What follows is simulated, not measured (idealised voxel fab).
process module | voxel air gaps
cross-section cut | 230 nm wide | cells 5 nm
A cross-section is a grid of square cells, given in bands from the top down. A band is one or more rows of cells.
Each band's line starts with the height of the band's top and of its bottom, in nm. Then come its materials from left to right, each with its width in nm. One material with "throughout" fills the band from edge to edge. "air" is empty space.
Height 0 is the level under which the wafer as received is all one material. The lowest band goes on downwards, as in "0 down".
A width such as "30 to 40" changes by the same amount from each row of cells to the next, from the band's top row to its bottom row.
"no change" after a step means that no cell of the cross-section changed.
closed voids: empty space of 8 cells or more with no open way to the top, each as width x height at its distance from the left edge, in nm
after a step's settings: what the simulator itself notes on the step
overlay nm, on a step with a mask: how far to the right of its planned place the mask lay; to the left if negative
plan
1 op RECEIVE | material Si
2 op CONFORMAL_DEP | material SiO2 | thk nm 10
3 op CONFORMAL_DEP | material SiN | thk nm 5
4 op DIRECTIONAL_DEP | material lowk | thk nm 40
5 op DIRECTIONAL_DEP | material aC | thk nm 15
6 op PATTERN | tone open | mask id LINES | material resist | width nm 20 | pitch nm 45 | thk nm 30 | overlay nm 0
7 op DIRECTIONAL_ETCH | etch materials aC | depth nm 15
8 op STRIP | etch materials resist
9 op DIRECTIONAL_ETCH | etch materials lowk | depth nm 40
10 op STRIP | etch materials aC
11 op CONFORMAL_DEP | material TiN | thk nm 5
12 op FILL_DEP | material Cu | thk nm 5
13 op CMP | height nm 55
14 op EPI | material Ru | thk nm 10
15 op SELECTIVE_ETCH | etch materials lowk | depth nm 50
16 op CONFORMAL_DEP | material SiCN | thk nm 5
as received, after step 1
  0 down: Si throughout
  closed voids: none
first wafer at the end, as planned
  70 to 65: air 45 | SiCN 140 | air 45
  65 to 55: air 45 | SiCN 5 | Ru 40 | SiCN 5 | Ru 40 | SiCN 5 | Ru 40 | SiCN 5 | air 45
  55 to 50: air 45 | SiCN 15 | TiN 5 | Cu 10 | TiN 5 | SiCN 25 | TiN 5 | Cu 10 | TiN 5 | SiCN 25 | TiN 5 | Cu 10 | TiN 5 | SiCN 15 | air 45
  50 to 20: air 55 | SiCN 5 | TiN 5 | Cu 10 | TiN 5 | SiCN 5 | air 15 | SiCN 5 | TiN 5 | Cu 10 | TiN 5 | SiCN 5 | air 15 | SiCN 5 | TiN 5 | Cu 10 | TiN 5 | SiCN 5 | air 55
  20 to 15: SiCN 60 | TiN 20 | SiCN 25 | TiN 20 | SiCN 25 | TiN 20 | SiCN 60
  15 to 10: SiN throughout
  10 to 0: SiO2 throughout
  0 down: Si throughout
  closed voids: 15 x 30 at 85; 15 x 30 at 130
second wafer at the end: like start, like plan, one mistake
  70 to 65: SiCN throughout
  65 to 55: Ru throughout
  55 to 20: Cu 55 | TiN 5 | lowk 20 | TiN 5 | Cu 15 | TiN 5 | lowk 20 | TiN 5 | Cu 15 | TiN 5 | lowk 20 | TiN 5 | Cu 55
  20 to 15: TiN 60 | lowk 20 | TiN 25 | lowk 20 | TiN 25 | lowk 20 | TiN 60
  15 to 10: SiN throughout
  10 to 0: SiO2 throughout
  0 down: Si throughout
  closed voids: none
what went wrong: step 6 ran as: op PATTERN | tone cover | mask id LINES | material resist | width nm 20 | pitch nm 45 | thk nm 30 | overlay nm 0
at the end the second wafer has, in cells: 154 more of Cu | 44 more of Ru | 76 fewer of SiCN | 22 more of TiN | 96 more of lowk
closed voids at the end (first wafer, second wafer): 2, 0
